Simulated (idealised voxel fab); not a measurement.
Process module name: voxel lift off
Xsec cut, 220 nm wide, square cell size 5 nm.
Cross-section format: a grid of square cells, given as bands from top to bottom; each band is one or more rows of cells.
Each band's line starts with the height of the band's top and of its bottom, in nm. Then come its materials from left to right, each with its width in nm. One material with "throughout" fills the band from edge to edge. "empty" is empty space.
All heights in this document are referenced to 0, defined as the level beneath which the wafer, as received, consists entirely of one material. The lowest band is not bounded below; it extends indefinitely downward and is written in the form "0 -> down".
Width: "30->40" (first number = top row, second number = bottom row, same change from row to row of cells).
The cross-section has no changed cell in any step marked "no alterations made".
Sealed void list: empty space of 8 cells or more with no open way to the top, each as width x height at its distance from the left edge, in nm
Anything after a step's settings on that line? It's the simulator's own note about the step.
A step's line can hold "overlay nm"; with a mask on that step, the setting says how far right of the planned place the mask lay, while a negative setting says it lay to the left.

Planned step list for the process:
1: RECEIVE (material Si)
2: CONFORMAL_DEP (material SiN; thk nm 5)
3: PATTERN (tone open; mask id LINES; material resist; width nm 25; pitch nm 50; thk nm 20; overlay nm 0)
4: DIRECTIONAL_DEP (material Ru; thk nm 5)
5: STRIP (etch materials resist)
6: CONFORMAL_DEP (material SiCN; thk nm 10)
The wafers are alike at the start. At step 4, their thk nm differs. The plan lists the first wafer's value.

As received, i.e. after step 1: cross-section through the first of several wafers:
  0 -> down = Si throughout
  Sealed void list: none

Module end state after final step 6: cross-section of the first of several wafers:
  20 -> 15 = 10 empty, 45 SiCN, 5 empty, 45 SiCN, 5 empty, 45 SiCN, 5 empty, 45 SiCN, 15 empty
  15 -> 10 = SiCN throughout
  10 -> 5 = 20 SiCN, 25 Ru, 25 SiCN, 25 Ru, 25 SiCN, 25 Ru, 25 SiCN, 25 Ru, 25 SiCN
  5 -> 0 = SiN throughout
  0 -> down = Si throughout
  Sealed void list: none

Last-wafer cross-section at the end of the module:
  30 -> 20 = 10 empty, 45 SiCN, 5 empty, 45 SiCN, 5 empty, 45 SiCN, 5 empty, 45 SiCN, 15 empty
  20 -> 15 = 10 empty, 10 SiCN, 25 Ru, 10 SiCN, 5 empty, 10 SiCN, 25 Ru, 10 SiCN, 5 empty, 10 SiCN, 25 Ru, 10 SiCN, 5 empty, 10 SiCN, 25 Ru, 10 SiCN, 15 empty
  15 -> 5 = 20 SiCN, 25 Ru, 25 SiCN, 25 Ru, 25 SiCN, 25 Ru, 25 SiCN, 25 Ru, 25 SiCN
  5 -> 0 = SiN throughout
  0 -> down = Si throughout
  Sealed void list: none

End of module, by wafer: material-by-material cell gain (+) or loss (-) since receipt, then closed voids:
thk nm 5, +20 Ru, +104 SiCN, +44 SiN, Sealed void list: none
thk nm 10, +40 Ru, +120 SiCN, +44 SiN, Sealed void list: none
thk nm 15, +60 Ru, +136 SiCN, +44 SiN, Sealed void list: none
